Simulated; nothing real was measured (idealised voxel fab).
Process module heading - voxel self aligned vias
Square cells of 5 nm make up the cross-section cut, whose width is 210 nm.
Each cross-section below is a grid of square cells, stated as bands in top-down order, with one or more rows of cells making up each band. Read a band's entry like this: the first values are the height of its top and the height of its bottom in nm, and what follows is the sequence of materials from left to right, each with its width in nm. Note that "air" is empty space, and that a single material marked "everywhere" reaches across the band from edge to edge. Heads up on the height convention: 0 is the point under which the incoming wafer is all one material, and the lowest band has no bottom, it just keeps going down, like "0 down". A width given as "30..40" starts at the first number in the band's top row and ends at the second number in its bottom row, shifting by an equal amount at every step from row to row. Basically "same as before" means that step didn't change any cell in the cross-section. Closed empty spaces (no open way to the top) of 8 cells or more are what "Enclosed void list" lists, each as width x height at distance from the left edge, nm for all three. Read whatever lies past the settings on a step's line as the simulator's own remark about the step. "overlay nm" answers the question of how far to the right of plan the mask lay on a step that has a mask, and when it is negative the answer is to the left.

Here's what the planned process steps look like
1) RECEIVE (material Si)
2) CONFORMAL_DEP (material SiO2; thk nm 15)
3) CONFORMAL_DEP (material SiCN; thk nm 5)
4) DIRECTIONAL_DEP (material SiO2; thk nm 20)
5) PATTERN (tone open; mask id LINES; material resist; width nm 20; pitch nm 55; thk nm 15; overlay nm 0)
6) DIRECTIONAL_ETCH (etch materials SiO2; depth nm 20)
7) STRIP (etch materials resist)
8) CONFORMAL_DEP (material TiN; thk nm 5)
9) FILL_DEP (material Ru; thk nm 5)
10) CMP (height nm 40)
11) SELECTIVE_ETCH (etch materials W Ru TiN; depth nm 10)
12) FILL_DEP (material SiN; thk nm 10)
13) CMP (height nm 40)
14) DIRECTIONAL_DEP (material SiO2; thk nm 20)
15) MASKED_ETCH (tone open; mask id VIAS; width nm 40; pitch nm 110; etch materials SiO2; depth nm 20; overlay nm 0)
16) MASKED_ETCH (tone open; mask id VIAS; width nm 40; pitch nm 110; etch materials SiN; depth nm 10; overlay nm 0)
17) CONFORMAL_DEP (material TiN; thk nm 5)
18) FILL_DEP (material Cu; thk nm 10)
19) CMP (height nm 60)
20) CONFORMAL_DEP (material SiCN; thk nm 5)

This is the cross-section of the wafer as we received it, i.e. after step 1
	0 down | Si everywhere
	Enclosed void list: none

Final wafer profile in cross-section after the module, from the same start and plan as above, with one mistake made during processing
	65 to 60 | SiCN everywhere
	60 to 45 | 30 of SiO2 / 5 of TiN / 30 of Cu / 5 of TiN / 70 of SiO2 / 5 of TiN / 30 of Cu / 5 of TiN / 30 of SiO2
	45 to 40 | 30 of SiO2 / 15 of TiN / 10 of Cu / 15 of TiN / 70 of SiO2 / 15 of TiN / 10 of Cu / 15 of TiN / 30 of SiO2
	40 to 35 | 40 of SiO2 / 20 of TiN / 35 of SiO2 / 20 of SiN / 35 of SiO2 / 20 of TiN / 40 of SiO2
	35 to 30 | SiCN everywhere
	30 to 0 | SiO2 everywhere
	0 down | Si everywhere
	Enclosed void list: none
The mistake made against the process plan was this: the plan had its step 2 run twice
